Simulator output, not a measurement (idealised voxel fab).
Module name: voxel gate over fins (process module)
Displayed cross-section: cut, width of 260 nm, square cells sized 5 nm.
The cross-sections in this document take the form of a grid made of square cells. They are written out as bands, in order from top to bottom. Each band consists of one or more rows of cells. First you get the band's top height and its bottom height, in nm, and then the materials it's made of, left to right, with each width in nm. If you see a single material with "edge to edge", that one covers the band edge to edge. "empty" is empty space. The reference from which all heights are counted is 0, the level beneath which the as-received wafer is entirely one material; the lowest band, having no lower bound, proceeds downward and is written after the example "0 and below". You'd read "30 to 40" like this: the band's top row of cells is as wide as the first number, its bottom row is as wide as the second, and going down, every row changes width by the same amount as the row before did. Basically "no alteration" means that step didn't change any cell in the cross-section. Basically, "Unvented voids" tells you about the enclosed voids: empty spaces with no open way to the top, 8 cells or bigger, each written width x height at distance, where distance is from the left edge, all in nm. It should be noted that, on the line of a given step, the content following the step's settings is a remark produced by the simulator itself with respect to that step. overlay nm: right-of-plan distance of the mask on a masked step; negative values mean left-of-plan.
[The following list gives the planned process steps]
| 1 | RECEIVE, material Si |
| 2 | CONFORMAL_DEP, material SiN, thk nm 5 |
| 3 | DIRECTIONAL_DEP, material aC, thk nm 15 |
| 4 | PATTERN, tone cover, mask id FINS, material resist, width nm 15, pitch nm 40, thk nm 30, overlay nm 0 |
| 5 | DIRECTIONAL_ETCH, etch materials aC, depth nm 15 |
| 6 | STRIP, etch materials resist |
| 7 | DIRECTIONAL_ETCH, etch materials SiN, depth nm 5 |
| 8 | DIRECTIONAL_ETCH, etch materials Si, depth nm 35 |
| 9 | STRIP, etch materials aC |
| 10 | OXIDIZE, depth nm 5 |
| 11 | FILL_DEP, material SiO2, thk nm 10 |
| 12 | CMP, height nm 5 |
| 13 | SELECTIVE_ETCH, etch materials SiO2, depth nm 15 |
| 14 | STRIP, etch materials SiN |
| 15 | CONFORMAL_DEP, material HfO2, thk nm 5 |
| 16 | CONFORMAL_DEP, material TiN, thk nm 5 |
| 17 | FILL_DEP, material W, thk nm 15 |
| 18 | CMP, height nm 20 |
| 19 | CONFORMAL_DEP, material SiCN, thk nm 10 |
[Run as planned: first of two wafers]
[Incoming wafer, cross-sectional view, post step 1]
	0 and below  Si edge to edge
	Unvented voids: none
[So this is the wafer cross-section right after step 2]
	5 down to 0  SiN edge to edge
	Under the height 0 nothing was changed.
[So this is the wafer cross-section right after step 3]
	20 down to 5  aC edge to edge
	Under the height 5 nothing was changed.
[So this is the wafer cross-section right after step 4]
	50 down to 20  empty: 60; resist: 15; empty: 25; resist: 15; empty: 25; resist: 15; empty: 25; resist: 15; empty: 65
	Under the height 20 nothing was changed.
[So this is the wafer cross-section right after step 5]
	35 down to 20  empty: 60; resist: 15; empty: 25; resist: 15; empty: 25; resist: 15; empty: 25; resist: 15; empty: 65
	20 down to 5  empty: 60; aC: 15; empty: 25; aC: 15; empty: 25; aC: 15; empty: 25; aC: 15; empty: 65
	Under the height 5 nothing was changed.
[So this is the wafer cross-section right after step 6]
	20 down to 5  empty: 60; aC: 15; empty: 25; aC: 15; empty: 25; aC: 15; empty: 25; aC: 15; empty: 65
	Under the height 5 nothing was changed.
[So this is the wafer cross-section right after step 7]
	20 down to 5  empty: 60; aC: 15; empty: 25; aC: 15; empty: 25; aC: 15; empty: 25; aC: 15; empty: 65
	5 down to 0  empty: 60; SiN: 15; empty: 25; SiN: 15; empty: 25; SiN: 15; empty: 25; SiN: 15; empty: 65
	Under the height 0 nothing was changed.
[So this is the wafer cross-section right after step 8]
	20 down to 5  empty: 60; aC: 15; empty: 25; aC: 15; empty: 25; aC: 15; empty: 25; aC: 15; empty: 65
	5 down to 0  empty: 60; SiN: 15; empty: 25; SiN: 15; empty: 25; SiN: 15; empty: 25; SiN: 15; empty: 65
	0 down to -35  empty: 60; Si: 15; empty: 25; Si: 15; empty: 25; Si: 15; empty: 25; Si: 15; empty: 65
	Under the height -35 nothing was changed.
[So this is the wafer cross-section right after step 9]
	5 down to 0  empty: 60; SiN: 15; empty: 25; SiN: 15; empty: 25; SiN: 15; empty: 25; SiN: 15; empty: 65
	Under the height 0 nothing was changed.
[So this is the wafer cross-section right after step 10]
	5 down to 0  empty: 60; SiN: 15; empty: 25; SiN: 15; empty: 25; SiN: 15; empty: 25; SiN: 15; empty: 65
	0 down to -35  empty: 60; SiO2: 5; Si: 5; SiO2: 5; empty: 25; SiO2: 5; Si: 5; SiO2: 5; empty: 25; SiO2: 5; Si: 5; SiO2: 5; empty: 25; SiO2: 5; Si: 5; SiO2: 5; empty: 65
	-35 down to -40  SiO2: 65; Si: 5; SiO2: 35; Si: 5; SiO2: 35; Si: 5; SiO2: 35; Si: 5; SiO2: 70
	Under the height -40 nothing was changed.
[So this is the wafer cross-section right after step 11]
	15 down to 5  SiO2 edge to edge
	5 down to 0  SiO2: 60; SiN: 15; SiO2: 25; SiN: 15; SiO2: 25; SiN: 15; SiO2: 25; SiN: 15; SiO2: 65
	0 down to -40  SiO2: 65; Si: 5; SiO2: 35; Si: 5; SiO2: 35; Si: 5; SiO2: 35; Si: 5; SiO2: 70
	Under the height -40 nothing was changed.
[So this is the wafer cross-section right after step 12]
	5 down to 0  SiO2: 60; SiN: 15; SiO2: 25; SiN: 15; SiO2: 25; SiN: 15; SiO2: 25; SiN: 15; SiO2: 65
	Under the height 0 nothing was changed.
[So this is the wafer cross-section right after step 13]
	5 down to 0  empty: 60; SiN: 15; empty: 25; SiN: 15; empty: 25; SiN: 15; empty: 25; SiN: 15; empty: 65
	0 down to -10  empty: 65; Si: 5; empty: 35; Si: 5; empty: 35; Si: 5; empty: 35; Si: 5; empty: 70
	Under the height -10 nothing was changed.
[So this is the wafer cross-section right after step 14]
	0 down to -10  empty: 65; Si: 5; empty: 35; Si: 5; empty: 35; Si: 5; empty: 35; Si: 5; empty: 70
	Under the height -10 nothing was changed.
[So this is the wafer cross-section right after step 15]
	5 down to 0  empty: 60; HfO2: 15; empty: 25; HfO2: 15; empty: 25; HfO2: 15; empty: 25; HfO2: 15; empty: 65
	0 down to -5  empty: 60; HfO2: 5; Si: 5; HfO2: 5; empty: 25; HfO2: 5; Si: 5; HfO2: 5; empty: 25; HfO2: 5; Si: 5; HfO2: 5; empty: 25; HfO2: 5; Si: 5; HfO2: 5; empty: 65
	-5 down to -10  HfO2: 65; Si: 5; HfO2: 35; Si: 5; HfO2: 35; Si: 5; HfO2: 35; Si: 5; HfO2: 70
	Under the height -10 nothing was changed.
[So this is the wafer cross-section right after step 16]
	10 down to 5  empty: 55; TiN: 25; empty: 15; TiN: 25; empty: 15; TiN: 25; empty: 15; TiN: 25; empty: 60
	5 down to 0  empty: 55; TiN: 5; HfO2: 15; TiN: 5; empty: 15; TiN: 5; HfO2: 15; TiN: 5; empty: 15; TiN: 5; HfO2: 15; TiN: 5; empty: 15; TiN: 5; HfO2: 15; TiN: 5; empty: 60
	0 down to -5  TiN: 60; HfO2: 5; Si: 5; HfO2: 5; TiN: 25; HfO2: 5; Si: 5; HfO2: 5; TiN: 25; HfO2: 5; Si: 5; HfO2: 5; TiN: 25; HfO2: 5; Si: 5; HfO2: 5; TiN: 65
	Under the height -5 nothing was changed.
[So this is the wafer cross-section right after step 17]
	25 down to 10  W edge to edge
	10 down to 5  W: 55; TiN: 25; W: 15; TiN: 25; W: 15; TiN: 25; W: 15; TiN: 25; W: 60
	5 down to 0  W: 55; TiN: 5; HfO2: 15; TiN: 5; W: 15; TiN: 5; HfO2: 15; TiN: 5; W: 15; TiN: 5; HfO2: 15; TiN: 5; W: 15; TiN: 5; HfO2: 15; TiN: 5; W: 60
	Under the height 0 nothing was changed.
[So this is the wafer cross-section right after step 18]
	20 down to 10  W edge to edge
	Under the height 10 nothing was changed.
[So this is the wafer cross-section right after step 19]
	30 down to 20  SiCN edge to edge
	Under the height 20 nothing was changed.
[It is to be noted that the second wafer proceeded from the same initial state and according to the same plan as the first, although one mistake was committed in its execution; through step 3, inclusive, the two wafers share an identical history]
[Second wafer: cross-section at the scheduled end of step 4]
	50 down to 20  empty: 65; resist: 15; empty: 25; resist: 15; empty: 25; resist: 15; empty: 25; resist: 15; empty: 60
	Under the height 20 nothing was changed.
[Second wafer: cross-section at the scheduled end of step 5]
	35 down to 20  empty: 65; resist: 15; empty: 25; resist: 15; empty: 25; resist: 15; empty: 25; resist: 15; empty: 60
	20 down to 5  empty: 65; aC: 15; empty: 25; aC: 15; empty: 25; aC: 15; empty: 25; aC: 15; empty: 60
	Under the height 5 nothing was changed.
[Second wafer: cross-section at the scheduled end of step 6]
	20 down to 5  empty: 65; aC: 15; empty: 25; aC: 15; empty: 25; aC: 15; empty: 25; aC: 15; empty: 60
	Under the height 5 nothing was changed.
[Second wafer: cross-section at the scheduled end of step 7]
	20 down to 5  empty: 65; aC: 15; empty: 25; aC: 15; empty: 25; aC: 15; empty: 25; aC: 15; empty: 60
	5 down to 0  empty: 65; SiN: 15; empty: 25; SiN: 15; empty: 25; SiN: 15; empty: 25; SiN: 15; empty: 60
	Under the height 0 nothing was changed.
[Second wafer: cross-section at the scheduled end of step 8]
	20 down to 5  empty: 65; aC: 15; empty: 25; aC: 15; empty: 25; aC: 15; empty: 25; aC: 15; empty: 60
	5 down to 0  empty: 65; SiN: 15; empty: 25; SiN: 15; empty: 25; SiN: 15; empty: 25; SiN: 15; empty: 60
	0 down to -35  empty: 65; Si: 15; empty: 25; Si: 15; empty: 25; Si: 15; empty: 25; Si: 15; empty: 60
	Under the height -35 nothing was changed.
[Second wafer: cross-section at the scheduled end of step 9]
	5 down to 0  empty: 65; SiN: 15; empty: 25; SiN: 15; empty: 25; SiN: 15; empty: 25; SiN: 15; empty: 60
	Under the height 0 nothing was changed.
[Second wafer: cross-section at the scheduled end of step 10]
	5 down to 0  empty: 65; SiN: 15; empty: 25; SiN: 15; empty: 25; SiN: 15; empty: 25; SiN: 15; empty: 60
	0 down to -35  empty: 65; SiO2: 5; Si: 5; SiO2: 5; empty: 25; SiO2: 5; Si: 5; SiO2: 5; empty: 25; SiO2: 5; Si: 5; SiO2: 5; empty: 25; SiO2: 5; Si: 5; SiO2: 5; empty: 60
	-35 down to -40  SiO2: 70; Si: 5; SiO2: 35; Si: 5; SiO2: 35; Si: 5; SiO2: 35; Si: 5; SiO2: 65
	Under the height -40 nothing was changed.
[Second wafer: cross-section at the scheduled end of step 11]
	15 down to 5  SiO2 edge to edge
	5 down to 0  SiO2: 65; SiN: 15; SiO2: 25; SiN: 15; SiO2: 25; SiN: 15; SiO2: 25; SiN: 15; SiO2: 60
	0 down to -40  SiO2: 70; Si: 5; SiO2: 35; Si: 5; SiO2: 35; Si: 5; SiO2: 35; Si: 5; SiO2: 65
	Under the height -40 nothing was changed.
[Second wafer: cross-section at the scheduled end of step 12]
	5 down to 0  SiO2: 65; SiN: 15; SiO2: 25; SiN: 15; SiO2: 25; SiN: 15; SiO2: 25; SiN: 15; SiO2: 60
	Under the height 0 nothing was changed.
[Second wafer: cross-section at the scheduled end of step 13]
	5 down to 0  empty: 65; SiN: 15; empty: 25; SiN: 15; empty: 25; SiN: 15; empty: 25; SiN: 15; empty: 60
	0 down to -10  empty: 70; Si: 5; empty: 35; Si: 5; empty: 35; Si: 5; empty: 35; Si: 5; empty: 65
	Under the height -10 nothing was changed.
[Second wafer: cross-section at the scheduled end of step 14]
	0 down to -10  empty: 70; Si: 5; empty: 35; Si: 5; empty: 35; Si: 5; empty: 35; Si: 5; empty: 65
	Under the height -10 nothing was changed.
[Second wafer: cross-section at the scheduled end of step 15]
	5 down to 0  empty: 65; HfO2: 15; empty: 25; HfO2: 15; empty: 25; HfO2: 15; empty: 25; HfO2: 15; empty: 60
	0 down to -5  empty: 65; HfO2: 5; Si: 5; HfO2: 5; empty: 25; HfO2: 5; Si: 5; HfO2: 5; empty: 25; HfO2: 5; Si: 5; HfO2: 5; empty: 25; HfO2: 5; Si: 5; HfO2: 5; empty: 60
	-5 down to -10  HfO2: 70; Si: 5; HfO2: 35; Si: 5; HfO2: 35; Si: 5; HfO2: 35; Si: 5; HfO2: 65
	Under the height -10 nothing was changed.
[Second wafer: cross-section at the scheduled end of step 16]
	10 down to 5  empty: 60; TiN: 25; empty: 15; TiN: 25; empty: 15; TiN: 25; empty: 15; TiN: 25; empty: 55
	5 down to 0  empty: 60; TiN: 5; HfO2: 15; TiN: 5; empty: 15; TiN: 5; HfO2: 15; TiN: 5; empty: 15; TiN: 5; HfO2: 15; TiN: 5; empty: 15; TiN: 5; HfO2: 15; TiN: 5; empty: 55
	0 down to -5  TiN: 65; HfO2: 5; Si: 5; HfO2: 5; TiN: 25; HfO2: 5; Si: 5; HfO2: 5; TiN: 25; HfO2: 5; Si: 5; HfO2: 5; TiN: 25; HfO2: 5; Si: 5; HfO2: 5; TiN: 60
	Under the height -5 nothing was changed.
[Second wafer: cross-section at the scheduled end of step 17]
	25 down to 10  W edge to edge
	10 down to 5  W: 60; TiN: 25; W: 15; TiN: 25; W: 15; TiN: 25; W: 15; TiN: 25; W: 55
	5 down to 0  W: 60; TiN: 5; HfO2: 15; TiN: 5; W: 15; TiN: 5; HfO2: 15; TiN: 5; W: 15; TiN: 5; HfO2: 15; TiN: 5; W: 15; TiN: 5; HfO2: 15; TiN: 5; W: 55
	Under the height 0 nothing was changed.
[Second wafer: cross-section at the scheduled end of step 18]
	20 down to 10  W edge to edge
	Under the height 10 nothing was changed.
[Second wafer: cross-section at the scheduled end of step 19]
	30 down to 20  SiCN edge to edge
	Under the height 20 nothing was changed.
Error vs. plan: it should be noted that step 4 was executed with settings other than those planned, the operation and settings actually applied being PATTERN, tone cover, mask id FINS, material resist, width nm 15, pitch nm 40, thk nm 30, overlay nm 5
At the close, every material occupies the same number of cells on the second wafer as on the first, only in different positions.
